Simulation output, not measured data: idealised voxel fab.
process module | voxel capacitor over wiring
cross-section cut | 145 nm wide | cells 5 nm
A cross-section is a grid of square cells, given in bands from the top down. A band is one or more rows of cells.
Each band's line starts with the height of the band's top and of its bottom, in nm. Then come its materials from left to right, each with its width in nm. One material with "throughout" fills the band from edge to edge. "air" is empty space.
Height 0 is the level under which the wafer as received is all one material. The lowest band goes on downwards, as in "0 down".
A width such as "30 to 40" changes by the same amount from each row of cells to the next, from the band's top row to its bottom row.
"no change" after a step means that no cell of the cross-section changed.
closed voids: empty space of 8 cells or more with no open way to the top, each as width x height at its distance from the left edge, in nm
after a step's settings: what the simulator itself notes on the step
overlay nm, on a step with a mask: how far to the right of its planned place the mask lay; to the left if negative
plan
1 op RECEIVE | material Si
2 op CONFORMAL_DEP | material SiO2 | thk nm 15
3 op DIRECTIONAL_DEP | material TiN | thk nm 5
4 op DIRECTIONAL_DEP | material Ru | thk nm 15
5 op PATTERN | tone cover | mask id METAL_1 | material resist | width nm 25 | pitch nm 75 | thk nm 20 | overlay nm 0
6 op DIRECTIONAL_ETCH | etch materials Ru | depth nm 15
7 op DIRECTIONAL_ETCH | etch materials TiN | depth nm 5
8 op STRIP | etch materials resist
9 op FILL_DEP | material SiO2 | thk nm 10
10 op CMP | height nm 35
11 op CONFORMAL_DEP | material SiCN | thk nm 5
12 op DIRECTIONAL_DEP | material SiO2 | thk nm 10
13 op DIRECTIONAL_DEP | material aC | thk nm 15
14 op PATTERN | tone open | mask id PLUG_1 | material resist | width nm 15 | thk nm 30 | overlay nm 0
15 op DIRECTIONAL_ETCH | etch materials aC | depth nm 15
16 op STRIP | etch materials resist
17 op DIRECTIONAL_ETCH | etch materials SiO2 | depth nm 10
18 op DIRECTIONAL_ETCH | etch materials SiCN | depth nm 5
19 op STRIP | etch materials aC
20 op CONFORMAL_DEP | material TiN | thk nm 5
21 op FILL_DEP | material W | thk nm 5
22 op CMP | height nm 50
23 op DIRECTIONAL_DEP | material TiN | thk nm 5
24 op DIRECTIONAL_DEP | material Al2O3 | thk nm 5
25 op DIRECTIONAL_DEP | material TiN | thk nm 10
26 op DIRECTIONAL_DEP | material aC | thk nm 10
27 op PATTERN | tone cover | mask id UPPER_PLATE | material resist | width nm 55 | thk nm 25 | overlay nm 0
28 op DIRECTIONAL_ETCH | etch materials aC | depth nm 10
29 op STRIP | etch materials resist
30 op DIRECTIONAL_ETCH | etch materials TiN | depth nm 10
31 op DIRECTIONAL_ETCH | etch materials Al2O3 | depth nm 5
32 op STRIP | etch materials aC
33 op PATTERN | tone cover | mask id LOWER_PLATE | material resist | width nm 65 | thk nm 15 | overlay nm 0
34 op DIRECTIONAL_ETCH | etch materials TiN | depth nm 5
35 op STRIP | etch materials resist
36 op FILL_DEP | material SiO2 | thk nm 20
37 op CMP | height nm 85
38 op PATTERN | tone open | mask id PLUG_2 | material resist | width nm 15 | thk nm 20 | overlay nm 0
39 op DIRECTIONAL_ETCH | etch materials SiO2 | depth nm 15
40 op STRIP | etch materials resist
41 op CONFORMAL_DEP | material TiN | thk nm 5
42 op FILL_DEP | material Ru | thk nm 5
43 op CMP | height nm 85
44 op CONFORMAL_DEP | material SiN | thk nm 5
as received, after step 1
  0 down: Si throughout
  closed voids: none
first wafer at the end, as planned
  90 to 85: SiN throughout
  85 to 75: SiO2 40 | TiN 5 | Ru 5 | TiN 5 | SiO2 90
  75 to 70: SiO2 40 | TiN 15 | SiO2 90
  70 to 60: SiO2 30 | TiN 55 | SiO2 60
  60 to 55: SiO2 30 | Al2O3 55 | SiO2 60
  55 to 50: SiO2 25 | TiN 65 | SiO2 55
  50 to 40: SiO2 30 | TiN 5 | W 5 | TiN 5 | SiO2 100
  40 to 35: SiCN 30 | TiN 15 | SiCN 100
  35 to 20: SiO2 20 | Ru 25 | SiO2 50 | Ru 25 | SiO2 25
  20 to 15: SiO2 20 | TiN 25 | SiO2 50 | TiN 25 | SiO2 25
  15 to 0: SiO2 throughout
  0 down: Si throughout
  closed voids: none
second wafer at the end: like start, like plan, one mistake
  90 to 85: SiN throughout
  85 to 75: SiO2 35 | TiN 5 | Ru 5 | TiN 5 | SiO2 95
  75 to 70: SiO2 35 | TiN 15 | SiO2 95
  70 to 60: SiO2 30 | TiN 55 | SiO2 60
  60 to 55: SiO2 30 | Al2O3 55 | SiO2 60
  55 to 50: SiO2 25 | TiN 65 | SiO2 55
  50 to 40: SiO2 30 | TiN 5 | W 5 | TiN 5 | SiO2 100
  40 to 35: SiCN 30 | TiN 15 | SiCN 100
  35 to 20: SiO2 20 | Ru 25 | SiO2 50 | Ru 25 | SiO2 25
  20 to 15: SiO2 20 | TiN 25 | SiO2 50 | TiN 25 | SiO2 25
  15 to 0: SiO2 throughout
  0 down: Si throughout
  closed voids: none
what went wrong: step 38 ran as: op PATTERN | tone open | mask id PLUG_2 | material resist | width nm 15 | thk nm 20 | overlay nm -5
at the end the second wafer has, in cells: as many of each material as the first, in other places
